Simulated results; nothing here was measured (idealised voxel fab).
process module | voxel gate over fins
Cross-section cut spans 250 nm and uses square cells 5 nm in size.
Cross-section layout: square cells on a grid; listed as bands, top to bottom; a band spans one or more cell rows.
For a band, the entry starts with two heights in nm, that of the top and then that of the bottom, and carries on with the band's materials in order from left to right, each alongside its width in nm; the word "full width" beside a single material means it fills the band edge to edge, and "empty" means empty space.
Zero point of the height axis is 0; under it, received wafer = one material. Lowest band: continues down indefinitely, "from 0 down".
Quick explanation for "30..40": the width changes in equal steps down the rows of cells, from the first number in the band's top row to the second number in its bottom row.
"nothing got changed" for a step: no cell of the cross-section changed in that step.
In the "Enclosed void catalog" entry, you get each enclosed empty space of 8 cells or more, one with no open way to the top, written width x height at distance, distance from the left edge, in nm.
Step line, after settings: the simulator's comment on this step.
Regarding "overlay nm": on a step with a mask, it is the distance the mask lay to the right of its planned place; a negative value places it to the left.
PROCESS STEPS (PLANNED)
- 1: RECEIVE with material Si
- 2: CONFORMAL_DEP with material SiN, thk nm 5
- 3: DIRECTIONAL_DEP with material aC, thk nm 15
- 4: PATTERN with tone cover, mask id FINS, material resist, width nm 15, pitch nm 50, thk nm 30, overlay nm 0
- 5: DIRECTIONAL_ETCH with etch materials aC, depth nm 15
- 6: STRIP with etch materials resist
- 7: DIRECTIONAL_ETCH with etch materials SiN, depth nm 5
- 8: DIRECTIONAL_ETCH with etch materials Si, depth nm 40
- 9: STRIP with etch materials aC
- 10: FILL_DEP with material SiO2, thk nm 15
- 11: CMP with height nm 5
- 12: DIRECTIONAL_DEP with material aC, thk nm 10
- 13: PATTERN with tone open, mask id RAIL, material resist, width nm 15, thk nm 25, overlay nm 0
- 14: DIRECTIONAL_ETCH with etch materials aC, depth nm 10
- 15: STRIP with etch materials resist
- 16: DIRECTIONAL_ETCH with etch materials SiO2, depth nm 40
- 17: STRIP with etch materials aC
- 18: CONFORMAL_DEP with material TiN, thk nm 5
- 19: FILL_DEP with material Ru, thk nm 5
- 20: CMP with height nm 5
- 21: SELECTIVE_ETCH with etch materials W Ru TiN, depth nm 10
- 22: FILL_DEP with material SiO2, thk nm 5
- 23: CMP with height nm 5
- 24: SELECTIVE_ETCH with etch materials SiO2, depth nm 15
- 25: STRIP with etch materials SiN
- 26: CONFORMAL_DEP with material HfO2, thk nm 5
- 27: CONFORMAL_DEP with material TiN, thk nm 5
- 28: FILL_DEP with material W, thk nm 15
- 29: CMP with height nm 20
- 30: CONFORMAL_DEP with material SiN, thk nm 5
Quick note for whoever runs this: the wafers start identical, but the depth nm at step 21 isn't the same across them. The plan just shows what the first wafer had.
AS-RECEIVED CROSS-SECTION, FIRST OF SEVERAL WAFERS, POST STEP 1
  from 0 down: Si full width
  Enclosed void catalog: none
CROSS-SECTIONAL REPRESENTATION OF THE FIRST OF SEVERAL WAFERS AT THE END OF THE MODULE, I.E. AFTER ITS TERMINAL STEP, STEP 30
  from 25 to 20: SiN full width
  from 20 to 10: W full width
  from 10 to 5: W 55 nm; TiN 35 nm; W 15 nm; TiN 35 nm; W 15 nm; TiN 35 nm; W 60 nm
  from 5 to 0: W 55 nm; TiN 5 nm; HfO2 25 nm; TiN 25 nm; HfO2 25 nm; TiN 5 nm; W 15 nm; TiN 5 nm; HfO2 25 nm; TiN 5 nm; W 60 nm
  from 0 to -5: TiN 60 nm; HfO2 5 nm; Si 15 nm; HfO2 35 nm; Si 15 nm; HfO2 5 nm; TiN 25 nm; HfO2 5 nm; Si 15 nm; HfO2 5 nm; TiN 65 nm
  from -5 to -10: HfO2 65 nm; Si 15 nm; HfO2 10 nm; TiN 5 nm; Ru 5 nm; TiN 5 nm; HfO2 10 nm; Si 15 nm; HfO2 35 nm; Si 15 nm; HfO2 70 nm
  from -10 to -30: SiO2 65 nm; Si 15 nm; SiO2 10 nm; TiN 5 nm; Ru 5 nm; TiN 5 nm; SiO2 10 nm; Si 15 nm; SiO2 35 nm; Si 15 nm; SiO2 70 nm
  from -30 to -35: SiO2 65 nm; Si 15 nm; SiO2 10 nm; TiN 15 nm; SiO2 10 nm; Si 15 nm; SiO2 35 nm; Si 15 nm; SiO2 70 nm
  from -35 to -40: SiO2 65 nm; Si 15 nm; SiO2 35 nm; Si 15 nm; SiO2 35 nm; Si 15 nm; SiO2 70 nm
  from -40 down: Si full width
  Enclosed void catalog: none
CROSS-SECTION, LAST WAFER, MODULE COMPLETION
  from 25 to 20: SiN full width
  from 20 to 10: W full width
  from 10 to 5: W 55 nm; TiN 35 nm; W 15 nm; TiN 35 nm; W 15 nm; TiN 35 nm; W 60 nm
  from 5 to 0: W 55 nm; TiN 5 nm; HfO2 25 nm; TiN 5 nm; W 15 nm; TiN 5 nm; HfO2 25 nm; TiN 5 nm; W 15 nm; TiN 5 nm; HfO2 25 nm; TiN 5 nm; W 60 nm
  from 0 to -5: TiN 60 nm; HfO2 5 nm; Si 15 nm; HfO2 5 nm; TiN 25 nm; HfO2 5 nm; Si 15 nm; HfO2 5 nm; TiN 25 nm; HfO2 5 nm; Si 15 nm; HfO2 5 nm; TiN 65 nm
  from -5 to -10: HfO2 65 nm; Si 15 nm; HfO2 35 nm; Si 15 nm; HfO2 35 nm; Si 15 nm; HfO2 70 nm
  from -10 to -30: SiO2 65 nm; Si 15 nm; SiO2 35 nm; Si 15 nm; SiO2 35 nm; Si 15 nm; SiO2 70 nm
  from -30 to -35: SiO2 65 nm; Si 15 nm; SiO2 10 nm; TiN 15 nm; SiO2 10 nm; Si 15 nm; SiO2 35 nm; Si 15 nm; SiO2 70 nm
  from -35 to -40: SiO2 65 nm; Si 15 nm; SiO2 35 nm; Si 15 nm; SiO2 35 nm; Si 15 nm; SiO2 70 nm
  from -40 down: Si full width
  Enclosed void catalog: none
WHERE EACH WAFER STANDS AT THE END OF THE MODULE, A ROW APIECE: CELLS OF EACH MATERIAL GAINED (+) OR LOST (-) SINCE IT WAS RECEIVED, THEN CLOSED VOIDS
depth nm 10, +64 HfO2, +5 Ru, -328 Si, +50 SiN, +231 SiO2, +73 TiN, +155 W, Enclosed void catalog: none
depth nm 15, +62 HfO2, +4 Ru, -328 Si, +50 SiN, +231 SiO2, +73 TiN, +158 W, Enclosed void catalog: none
depth nm 20, +62 HfO2, +3 Ru, -328 Si, +50 SiN, +234 SiO2, +71 TiN, +158 W, Enclosed void catalog: none
depth nm 25, +62 HfO2, +2 Ru, -328 Si, +50 SiN, +237 SiO2, +69 TiN, +158 W, Enclosed void catalog: none
depth nm 30, +62 HfO2, +1 Ru, -328 Si, +50 SiN, +240 SiO2, +67 TiN, +158 W, Enclosed void catalog: none
depth nm 35, +62 HfO2, -328 Si, +50 SiN, +243 SiO2, +65 TiN, +158 W, Enclosed void catalog: none
